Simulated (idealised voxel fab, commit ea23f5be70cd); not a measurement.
The name of this process module is voxel released beams.
275 nm wide, 5 nm square cells: that's cross-section cut.
Notation: cross-section as square-cell grid; stated in bands, top first, going down; one or more cell rows per band.
It is stipulated that each band's entry specify, in nanometres, the height of the top of the band and then that of its bottom, followed by the materials of the band in left-to-right sequence, each together with its width in nanometres. A single material marked by the word "throughout" is understood to fill the band from edge to edge; the word "blank" is understood to denote empty space.
The level at which height equals 0 is the one under which the wafer, as it arrives, is entirely one material. No lower edge exists for the bottom band, which continues downward and is notated as in "0 nm and below".
It should be noted that a width expressed as "30..40" varies in equal increments from row to row of cells within the band, taking the value of the first number at the top row and that of the second number at the bottom row.
The cross-section has no changed cell in any step marked "no alterations made".
The list in "Sealed internal voids" covers empty spaces of 8 cells or more that cannot reach the top through any open way, and it gives each as width x height at distance; the distance is from the left edge, and width, height and distance are in nm.
after a step's settings: what the simulator itself notes on the step
overlay nm, on a step with a mask: how far to the right of its planned place the mask lay; to the left if negative

The steps planned for the process are as follows:
1. RECEIVE | material Si
2. CONFORMAL_DEP | material Al2O3 | thk nm 5
3. DIRECTIONAL_DEP | material SiO2 | thk nm 20
4. MASKED_ETCH | tone open | mask id ANCHOR | width nm 25 | etch materials SiO2 | depth nm 20 | overlay nm 0
5. CONFORMAL_DEP | material SiN | thk nm 10
6. DIRECTIONAL_DEP | material aC | thk nm 10
7. PATTERN | tone cover | mask id BEAM | material resist | width nm 75 | thk nm 25 | overlay nm 0
8. DIRECTIONAL_ETCH | etch materials aC | depth nm 10
9. STRIP | etch materials resist
10. DIRECTIONAL_ETCH | etch materials SiN | depth nm 10
11. STRIP | etch materials aC
12. STRIP | etch materials SiO2

The first of the two wafers, which ran as planned:

Wafer at receipt (post step 1), cross-section:
- 0 nm and below  Si throughout
- Sealed internal voids: none

So this is the wafer cross-section right after step 2:
- 5 nm to 0 nm  Al2O3 throughout
- Below 0, the layers are the same as they were.

So this is the wafer cross-section right after step 3:
- 25 nm to 5 nm  SiO2 throughout
- Below 5, the layers are the same as they were.

So this is the wafer cross-section right after step 4:
- 25 nm to 5 nm  100 nm SiO2 | 25 nm blank | 150 nm SiO2
- Below 5, the layers are the same as they were.

So this is the wafer cross-section right after step 5:
- 35 nm to 25 nm  110 nm SiN | 5 nm blank | 160 nm SiN
- 25 nm to 15 nm  100 nm SiO2 | 10 nm SiN | 5 nm blank | 10 nm SiN | 150 nm SiO2
- 15 nm to 5 nm  100 nm SiO2 | 25 nm SiN | 150 nm SiO2
- Below 5, the layers are the same as they were.

So this is the wafer cross-section right after step 6:
- 45 nm to 35 nm  110 nm aC | 5 nm blank | 160 nm aC
- 35 nm to 25 nm  110 nm SiN | 5 nm blank | 160 nm SiN
- 25 nm to 15 nm  100 nm SiO2 | 10 nm SiN | 5 nm aC | 10 nm SiN | 150 nm SiO2
- Below 15, the layers are the same as they were.

So this is the wafer cross-section right after step 7:
- 70 nm to 45 nm  95 nm blank | 75 nm resist | 105 nm blank
- 45 nm to 35 nm  110 nm aC | 5 nm resist | 160 nm aC
- 35 nm to 25 nm  110 nm SiN | 5 nm resist | 160 nm SiN
- Below 25, the layers are the same as they were.

So this is the wafer cross-section right after step 8:
- 60 nm to 45 nm  95 nm blank | 75 nm resist | 105 nm blank
- 45 nm to 35 nm  95 nm blank | 15 nm aC | 5 nm resist | 55 nm aC | 105 nm blank
- Below 35, the layers are the same as they were.

So this is the wafer cross-section right after step 9:
- 45 nm to 35 nm  95 nm blank | 15 nm aC | 5 nm blank | 55 nm aC | 105 nm blank
- 35 nm to 25 nm  110 nm SiN | 5 nm blank | 160 nm SiN
- Below 25, the layers are the same as they were.

So this is the wafer cross-section right after step 10:
- 45 nm to 35 nm  95 nm blank | 15 nm aC | 5 nm blank | 55 nm aC | 105 nm blank
- 35 nm to 25 nm  95 nm blank | 15 nm SiN | 5 nm blank | 55 nm SiN | 105 nm blank
- Below 25, the layers are the same as they were.

So this is the wafer cross-section right after step 11:
- 35 nm to 25 nm  95 nm blank | 15 nm SiN | 5 nm blank | 55 nm SiN | 105 nm blank
- 25 nm to 15 nm  100 nm SiO2 | 10 nm SiN | 5 nm blank | 10 nm SiN | 150 nm SiO2
- Below 15, the layers are the same as they were.

So this is the wafer cross-section right after step 12:
- 35 nm to 25 nm  95 nm blank | 15 nm SiN | 5 nm blank | 55 nm SiN | 105 nm blank
- 25 nm to 15 nm  100 nm blank | 10 nm SiN | 5 nm blank | 10 nm SiN | 150 nm blank
- 15 nm to 5 nm  100 nm blank | 25 nm SiN | 150 nm blank
- Below 5, the layers are the same as they were.

Second of two: same start, same plan, one run error; steps up to and including 2 match the first:

When step 3 should have ended:
- 20 nm to 5 nm  SiO2 throughout
- Below 5, the layers are the same as they were.

When step 4 should have ended:
- 20 nm to 5 nm  100 nm SiO2 | 25 nm blank | 150 nm SiO2
- Below 5, the layers are the same as they were.

When step 5 should have ended:
- 30 nm to 20 nm  110 nm SiN | 5 nm blank | 160 nm SiN
- 20 nm to 15 nm  100 nm SiO2 | 10 nm SiN | 5 nm blank | 10 nm SiN | 150 nm SiO2
- 15 nm to 5 nm  100 nm SiO2 | 25 nm SiN | 150 nm SiO2
- Below 5, the layers are the same as they were.

When step 6 should have ended:
- 40 nm to 30 nm  110 nm aC | 5 nm blank | 160 nm aC
- 30 nm to 25 nm  110 nm SiN | 5 nm blank | 160 nm SiN
- 25 nm to 20 nm  110 nm SiN | 5 nm aC | 160 nm SiN
- 20 nm to 15 nm  100 nm SiO2 | 10 nm SiN | 5 nm aC | 10 nm SiN | 150 nm SiO2
- Below 15, the layers are the same as they were.

When step 7 should have ended:
- 65 nm to 40 nm  95 nm blank | 75 nm resist | 105 nm blank
- 40 nm to 30 nm  110 nm aC | 5 nm resist | 160 nm aC
- 30 nm to 25 nm  110 nm SiN | 5 nm resist | 160 nm SiN
- Below 25, the layers are the same as they were.

When step 8 should have ended:
- 55 nm to 40 nm  95 nm blank | 75 nm resist | 105 nm blank
- 40 nm to 30 nm  95 nm blank | 15 nm aC | 5 nm resist | 55 nm aC | 105 nm blank
- Below 30, the layers are the same as they were.

When step 9 should have ended:
- 40 nm to 30 nm  95 nm blank | 15 nm aC | 5 nm blank | 55 nm aC | 105 nm blank
- 30 nm to 25 nm  110 nm SiN | 5 nm blank | 160 nm SiN
- Below 25, the layers are the same as they were.

When step 10 should have ended:
- 40 nm to 30 nm  95 nm blank | 15 nm aC | 5 nm blank | 55 nm aC | 105 nm blank
- 30 nm to 25 nm  95 nm blank | 15 nm SiN | 5 nm blank | 55 nm SiN | 105 nm blank
- 25 nm to 20 nm  95 nm blank | 15 nm SiN | 5 nm aC | 55 nm SiN | 105 nm blank
- Below 20, the layers are the same as they were.

When step 11 should have ended:
- 30 nm to 20 nm  95 nm blank | 15 nm SiN | 5 nm blank | 55 nm SiN | 105 nm blank
- 20 nm to 15 nm  100 nm SiO2 | 10 nm SiN | 5 nm blank | 10 nm SiN | 150 nm SiO2
- Below 15, the layers are the same as they were.

When step 12 should have ended:
- 30 nm to 20 nm  95 nm blank | 15 nm SiN | 5 nm blank | 55 nm SiN | 105 nm blank
- 20 nm to 15 nm  100 nm blank | 10 nm SiN | 5 nm blank | 10 nm SiN | 150 nm blank
- 15 nm to 5 nm  100 nm blank | 25 nm SiN | 150 nm blank
- Below 5, the layers are the same as they were.
Misprocessing identified: contrary to plan, step 3 was performed as DIRECTIONAL_DEP | material SiO2 | thk nm 15
It is noted that, at the conclusion of processing, the second wafer exhibits a higher or lower cell count for certain materials relative to the first: 4 fewer of SiN
